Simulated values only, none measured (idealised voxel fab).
process module | voxel self aligned contacts
cross-section cut | 230 nm wide | cells 5 nm
A cross-section is a grid of square cells, given in bands from the top down. A band is one or more rows of cells.
Each band's line starts with the height of the band's top and of its bottom, in nm. Then come its materials from left to right, each with its width in nm. One material with "throughout" fills the band from edge to edge. "air" is empty space.
Height 0 is the level under which the wafer as received is all one material. The lowest band goes on downwards, as in "0 down".
A width such as "30 to 40" changes by the same amount from each row of cells to the next, from the band's top row to its bottom row.
"no change" after a step means that no cell of the cross-section changed.
closed voids: empty space of 8 cells or more with no open way to the top, each as width x height at its distance from the left edge, in nm
after a step's settings: what the simulator itself notes on the step
overlay nm, on a step with a mask: how far to the right of its planned place the mask lay; to the left if negative
plan
1 op RECEIVE | material Si
2 op OXIDIZE | depth nm 5
3 op DIRECTIONAL_DEP | material polySi | thk nm 20
4 op DIRECTIONAL_DEP | material SiN | thk nm 25
5 op PATTERN | tone cover | mask id GATE | material resist | width nm 35 | pitch nm 70 | thk nm 15 | overlay nm 0
6 op DIRECTIONAL_ETCH | etch materials SiN | depth nm 25
7 op DIRECTIONAL_ETCH | etch materials polySi | depth nm 20
8 op STRIP | etch materials resist
9 op CONFORMAL_DEP | material SiN | thk nm 10
10 op DIRECTIONAL_ETCH | etch materials SiN | depth nm 10
11 op FILL_DEP | material SiO2 | thk nm 10
12 op CMP | height nm 50
13 op DIRECTIONAL_DEP | material aC | thk nm 15
14 op PATTERN | tone open | mask id CONTACT | material resist | width nm 55 | pitch nm 70 | thk nm 35 | overlay nm 0
15 op DIRECTIONAL_ETCH | etch materials aC | depth nm 15
16 op STRIP | etch materials resist
17 op DIRECTIONAL_ETCH | etch materials SiO2 | depth nm 55
18 op STRIP | etch materials aC
19 op CONFORMAL_DEP | material TiN | thk nm 5
20 op FILL_DEP | material W | thk nm 5
21 op CMP | height nm 50
22 op CONFORMAL_DEP | material SiN | thk nm 5
first wafer, as planned
as received, after step 1
  0 down: Si throughout
  closed voids: none
after step 2
  0 to -5: SiO2 throughout
  below -5: unchanged
after step 3
  20 to 0: polySi throughout
  below 0: unchanged
after step 4
  45 to 20: SiN throughout
  below 20: unchanged
after step 5
  60 to 45: air 25 | resist 35 | air 35 | resist 35 | air 35 | resist 35 | air 30
  below 45: unchanged
after step 6
  60 to 45: air 25 | resist 35 | air 35 | resist 35 | air 35 | resist 35 | air 30
  45 to 20: air 25 | SiN 35 | air 35 | SiN 35 | air 35 | SiN 35 | air 30
  below 20: unchanged
after step 7
  60 to 45: air 25 | resist 35 | air 35 | resist 35 | air 35 | resist 35 | air 30
  45 to 20: air 25 | SiN 35 | air 35 | SiN 35 | air 35 | SiN 35 | air 30
  20 to 0: air 25 | polySi 35 | air 35 | polySi 35 | air 35 | polySi 35 | air 30
  below 0: unchanged
after step 8
  45 to 20: air 25 | SiN 35 | air 35 | SiN 35 | air 35 | SiN 35 | air 30
  below 20: unchanged
after step 9
  55 to 20: air 15 | SiN 55 | air 15 | SiN 55 | air 15 | SiN 55 | air 20
  20 to 10: air 15 | SiN 10 | polySi 35 | SiN 10 | air 15 | SiN 10 | polySi 35 | SiN 10 | air 15 | SiN 10 | polySi 35 | SiN 10 | air 20
  10 to 0: SiN 25 | polySi 35 | SiN 35 | polySi 35 | SiN 35 | polySi 35 | SiN 30
  below 0: unchanged
after step 10
  45 to 20: air 15 | SiN 55 | air 15 | SiN 55 | air 15 | SiN 55 | air 20
  20 to 0: air 15 | SiN 10 | polySi 35 | SiN 10 | air 15 | SiN 10 | polySi 35 | SiN 10 | air 15 | SiN 10 | polySi 35 | SiN 10 | air 20
  below 0: unchanged
after step 11
  55 to 45: SiO2 throughout
  45 to 20: SiO2 15 | SiN 55 | SiO2 15 | SiN 55 | SiO2 15 | SiN 55 | SiO2 20
  20 to 0: SiO2 15 | SiN 10 | polySi 35 | SiN 10 | SiO2 15 | SiN 10 | polySi 35 | SiN 10 | SiO2 15 | SiN 10 | polySi 35 | SiN 10 | SiO2 20
  below 0: unchanged
after step 12
  50 to 45: SiO2 throughout
  below 45: unchanged
after step 13
  65 to 50: aC throughout
  below 50: unchanged
after step 14
  100 to 65: resist 50 | air 55 | resist 15 | air 55 | resist 55
  below 65: unchanged
after step 15
  85 to 65: resist 50 | air 55 | resist 15 | air 55 | resist 55
  65 to 50: aC 50 | air 55 | aC 15 | air 55 | aC 55
  below 50: unchanged
after step 16
  65 to 50: aC 50 | air 55 | aC 15 | air 55 | aC 55
  below 50: unchanged
after step 17
  65 to 50: aC 50 | air 55 | aC 15 | air 55 | aC 55
  50 to 45: SiO2 50 | air 55 | SiO2 15 | air 55 | SiO2 55
  45 to 20: SiO2 15 | SiN 55 | air 15 | SiN 55 | air 15 | SiN 55 | SiO2 20
  20 to 0: SiO2 15 | SiN 10 | polySi 35 | SiN 10 | air 15 | SiN 10 | polySi 35 | SiN 10 | air 15 | SiN 10 | polySi 35 | SiN 10 | SiO2 20
  0 to -5: SiO2 70 | air 15 | SiO2 55 | air 15 | SiO2 75
  below -5: unchanged
after step 18
  50 to 45: SiO2 50 | air 55 | SiO2 15 | air 55 | SiO2 55
  below 45: unchanged
after step 19
  55 to 50: TiN 55 | air 45 | TiN 25 | air 45 | TiN 60
  50 to 45: SiO2 50 | TiN 25 | air 5 | TiN 25 | SiO2 15 | TiN 25 | air 5 | TiN 25 | SiO2 55
  45 to 20: SiO2 15 | SiN 55 | TiN 5 | air 5 | TiN 5 | SiN 55 | TiN 5 | air 5 | TiN 5 | SiN 55 | SiO2 20
  20 to 0: SiO2 15 | SiN 10 | polySi 35 | SiN 10 | TiN 5 | air 5 | TiN 5 | SiN 10 | polySi 35 | SiN 10 | TiN 5 | air 5 | TiN 5 | SiN 10 | polySi 35 | SiN 10 | SiO2 20
  0 to -5: SiO2 70 | TiN 15 | SiO2 55 | TiN 15 | SiO2 75
  below -5: unchanged
after step 20
  60 to 55: W throughout
  55 to 50: TiN 55 | W 45 | TiN 25 | W 45 | TiN 60
  50 to 45: SiO2 50 | TiN 25 | W 5 | TiN 25 | SiO2 15 | TiN 25 | W 5 | TiN 25 | SiO2 55
  45 to 20: SiO2 15 | SiN 55 | TiN 5 | W 5 | TiN 5 | SiN 55 | TiN 5 | W 5 | TiN 5 | SiN 55 | SiO2 20
  20 to 0: SiO2 15 | SiN 10 | polySi 35 | SiN 10 | TiN 5 | W 5 | TiN 5 | SiN 10 | polySi 35 | SiN 10 | TiN 5 | W 5 | TiN 5 | SiN 10 | polySi 35 | SiN 10 | SiO2 20
  below 0: unchanged
after step 21
  50 to 45: SiO2 50 | TiN 25 | W 5 | TiN 25 | SiO2 15 | TiN 25 | W 5 | TiN 25 | SiO2 55
  below 45: unchanged
after step 22
  55 to 50: SiN throughout
  below 50: unchanged
second wafer: like start, like plan, one mistake. Through step 3 it matches the first wafer
when step 4 should have ended
  45 to 20: SiO2 throughout
  below 20: unchanged
when step 5 should have ended
  60 to 45: air 25 | resist 35 | air 35 | resist 35 | air 35 | resist 35 | air 30
  below 45: unchanged
when step 6 should have ended: no change
when step 7 should have ended: no change
when step 8 should have ended
  45 to 20: SiO2 throughout
  below 20: unchanged
when step 9 should have ended
  55 to 45: SiN throughout
  below 45: unchanged
when step 10 should have ended
  45 to 20: SiO2 throughout
  below 20: unchanged
when step 11 should have ended
  55 to 20: SiO2 throughout
  below 20: unchanged
when step 12 should have ended
  50 to 20: SiO2 throughout
  below 20: unchanged
when step 13 should have ended
  65 to 50: aC throughout
  below 50: unchanged
when step 14 should have ended
  100 to 65: resist 50 | air 55 | resist 15 | air 55 | resist 55
  below 65: unchanged
when step 15 should have ended
  85 to 65: resist 50 | air 55 | resist 15 | air 55 | resist 55
  65 to 50: aC 50 | air 55 | aC 15 | air 55 | aC 55
  below 50: unchanged
when step 16 should have ended
  65 to 50: aC 50 | air 55 | aC 15 | air 55 | aC 55
  below 50: unchanged
when step 17 should have ended
  65 to 50: aC 50 | air 55 | aC 15 | air 55 | aC 55
  50 to 20: SiO2 50 | air 55 | SiO2 15 | air 55 | SiO2 55
  below 20: unchanged
when step 18 should have ended
  50 to 20: SiO2 50 | air 55 | SiO2 15 | air 55 | SiO2 55
  below 20: unchanged
when step 19 should have ended
  55 to 50: TiN 55 | air 45 | TiN 25 | air 45 | TiN 60
  50 to 25: SiO2 50 | TiN 5 | air 45 | TiN 5 | SiO2 15 | TiN 5 | air 45 | TiN 5 | SiO2 55
  25 to 20: SiO2 50 | TiN 55 | SiO2 15 | TiN 55 | SiO2 55
  below 20: unchanged
when step 20 should have ended
  60 to 55: W throughout
  55 to 50: TiN 55 | W 45 | TiN 25 | W 45 | TiN 60
  50 to 25: SiO2 50 | TiN 5 | W 45 | TiN 5 | SiO2 15 | TiN 5 | W 45 | TiN 5 | SiO2 55
  below 25: unchanged
when step 21 should have ended
  50 to 25: SiO2 50 | TiN 5 | W 45 | TiN 5 | SiO2 15 | TiN 5 | W 45 | TiN 5 | SiO2 55
  below 25: unchanged
when step 22 should have ended
  55 to 50: SiN throughout
  below 50: unchanged
what went wrong: step 4 ran as: op DIRECTIONAL_DEP | material SiO2 | thk nm 25
at the end the second wafer has, in cells: 213 fewer of SiN | 63 more of SiO2 | 20 fewer of TiN | 70 more of W | 100 more of polySi
